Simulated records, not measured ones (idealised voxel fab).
The process module that follows is named voxel wiring stack.
Cross-sectional view cut (width: 290 nm; square cell size: 5 nm).
We lay out every cross-section as a grid of square cells and spell it out in bands from the top down, where one band means one or more rows of cells. Top height, bottom height, nm. Materials left to right, width each, nm. Single material + "everywhere" = fills band edge to edge. "blank" = empty. Beneath 0, the wafer as received is one material, and that level is where height counting begins. The lowest band goes on downward without a bottom; it is written like "0 down". Top row gets the first number, bottom row gets the second, and each row in between changes by the same step: that is how a band width like "30..40" works. When a step is marked "nothing altered", none of the cells in the cross-section changed during that step. Reported under the label "Fully closed voids" are the empty spaces having no open way to the top and comprising 8 cells or more; the notation for each is width x height at distance, in which the distance is measured from the left edge and all three values are in nm. Note: text after step settings on the step line = simulator remark on that step. overlay nm: right-of-plan distance of the mask on a masked step; negative values mean left-of-plan.
# Intended process steps
1: RECEIVE [material Si]
2: CONFORMAL_DEP [material SiO2] [thk nm 15]
3: DIRECTIONAL_DEP [material TiN] [thk nm 5]
4: DIRECTIONAL_DEP [material W] [thk nm 20]
5: DIRECTIONAL_DEP [material aC] [thk nm 10]
6: PATTERN [tone cover] [mask id METAL_1] [material resist] [width nm 25] [pitch nm 45] [thk nm 30] [overlay nm 0]
7: DIRECTIONAL_ETCH [etch materials aC] [depth nm 10]
8: STRIP [etch materials resist]
9: DIRECTIONAL_ETCH [etch materials W] [depth nm 20]
10: DIRECTIONAL_ETCH [etch materials TiN] [depth nm 5]
11: STRIP [etch materials aC]
12: CONFORMAL_DEP [material SiN] [thk nm 5]
13: FILL_DEP [material lowk] [thk nm 10]
14: CMP [height nm 40]
15: CONFORMAL_DEP [material SiCN] [thk nm 5]
16: DIRECTIONAL_DEP [material SiO2] [thk nm 20]
17: DIRECTIONAL_DEP [material aC] [thk nm 10]
18: PATTERN [tone open] [mask id PLUG_1] [material resist] [width nm 15] [pitch nm 45] [thk nm 25] [overlay nm 0]
19: DIRECTIONAL_ETCH [etch materials aC] [depth nm 10]
20: STRIP [etch materials resist]
21: DIRECTIONAL_ETCH [etch materials SiO2] [depth nm 20]
22: DIRECTIONAL_ETCH [etch materials SiCN] [depth nm 5]
23: STRIP [etch materials aC]
24: CONFORMAL_DEP [material TiN] [thk nm 5]
25: FILL_DEP [material Cu] [thk nm 5]
26: CMP [height nm 65]
27: DIRECTIONAL_DEP [material TiN] [thk nm 5]
28: DIRECTIONAL_DEP [material W] [thk nm 15]
29: DIRECTIONAL_DEP [material aC] [thk nm 10]
30: PATTERN [tone cover] [mask id METAL_2] [material resist] [width nm 25] [pitch nm 45] [thk nm 30] [overlay nm 0]
31: DIRECTIONAL_ETCH [etch materials aC] [depth nm 10]
32: STRIP [etch materials resist]
33: DIRECTIONAL_ETCH [etch materials W] [depth nm 15]
34: DIRECTIONAL_ETCH [etch materials TiN] [depth nm 5]
35: STRIP [etch materials aC]
36: CONFORMAL_DEP [material SiCN] [thk nm 5]
37: FILL_DEP [material SiO2] [thk nm 10]
38: CMP [height nm 85]
39: CONFORMAL_DEP [material SiCN] [thk nm 5]
40: DIRECTIONAL_DEP [material lowk] [thk nm 10]
41: MASKED_ETCH [tone open] [mask id PLUG_2] [width nm 15] [pitch nm 45] [etch materials lowk] [depth nm 10] [overlay nm 0]
42: MASKED_ETCH [tone open] [mask id PLUG_2] [width nm 15] [pitch nm 45] [etch materials SiCN] [depth nm 5] [overlay nm 0]
43: CONFORMAL_DEP [material TiN] [thk nm 5]
44: FILL_DEP [material W] [thk nm 10]
45: CMP [height nm 100]
46: CONFORMAL_DEP [material SiN] [thk nm 5]
47: DIRECTIONAL_DEP [material SiO2] [thk nm 20]
48: PATTERN [tone open] [mask id METAL_3] [material resist] [width nm 25] [pitch nm 45] [thk nm 20] [overlay nm 0]
49: DIRECTIONAL_ETCH [etch materials SiO2] [depth nm 20]
50: DIRECTIONAL_ETCH [etch materials SiN] [depth nm 5]
51: STRIP [etch materials resist]
52: CONFORMAL_DEP [material TiN] [thk nm 5]
53: FILL_DEP [material Ru] [thk nm 10]
54: CMP [height nm 125]
55: CONFORMAL_DEP [material SiN] [thk nm 5]
# The cross-section here shows the wafer as received, i.e. in its state after step 1
  0 down  Si everywhere
  Fully closed voids: none
# Wafer cross-section at end of module: start and plan as shown above, one execution error
  130 to 125  SiN everywhere
  125 to 105  85 nm SiO2 / 5 nm TiN / 15 nm Ru / 5 nm TiN / 20 nm SiO2 / 5 nm TiN / 15 nm Ru / 5 nm TiN / 20 nm SiO2 / 5 nm TiN / 15 nm Ru / 5 nm TiN / 90 nm SiO2
  105 to 100  85 nm SiN / 25 nm TiN / 20 nm SiN / 25 nm TiN / 20 nm SiN / 25 nm TiN / 90 nm SiN
  100 to 90  85 nm lowk / 5 nm TiN / 5 nm W / 5 nm TiN / 30 nm lowk / 5 nm TiN / 5 nm W / 5 nm TiN / 30 nm lowk / 5 nm TiN / 5 nm W / 5 nm TiN / 100 nm lowk
  90 to 85  85 nm SiCN / 15 nm TiN / 30 nm SiCN / 15 nm TiN / 30 nm SiCN / 15 nm TiN / 100 nm SiCN
  85 to 70  80 nm SiO2 / 5 nm SiCN / 25 nm W / 5 nm SiCN / 10 nm SiO2 / 5 nm SiCN / 25 nm W / 5 nm SiCN / 10 nm SiO2 / 5 nm SiCN / 25 nm W / 5 nm SiCN / 85 nm SiO2
  70 to 65  85 nm SiCN / 25 nm TiN / 20 nm SiCN / 25 nm TiN / 20 nm SiCN / 25 nm TiN / 90 nm SiCN
  65 to 45  85 nm SiO2 / 5 nm TiN / 10 nm Cu / 5 nm TiN / 25 nm SiO2 / 5 nm TiN / 10 nm Cu / 5 nm TiN / 25 nm SiO2 / 5 nm TiN / 10 nm Cu / 5 nm TiN / 95 nm SiO2
  45 to 40  85 nm SiCN / 20 nm TiN / 25 nm SiCN / 20 nm TiN / 25 nm SiCN / 20 nm TiN / 95 nm SiCN
  40 to 20  80 nm lowk / 5 nm SiN / 25 nm W / 5 nm SiN / 10 nm lowk / 5 nm SiN / 25 nm W / 5 nm SiN / 10 nm lowk / 5 nm SiN / 25 nm W / 5 nm SiN / 85 nm lowk
  20 to 15  85 nm SiN / 25 nm TiN / 20 nm SiN / 25 nm TiN / 20 nm SiN / 25 nm TiN / 90 nm SiN
  15 to 0  SiO2 everywhere
  0 down  Si everywhere
  Fully closed voids: none
Want to know what went wrong? not per plan at step 18, really ran PATTERN [tone open] [mask id PLUG_1] [material resist] [width nm 20] [pitch nm 45] [thk nm 25] [overlay nm 0]
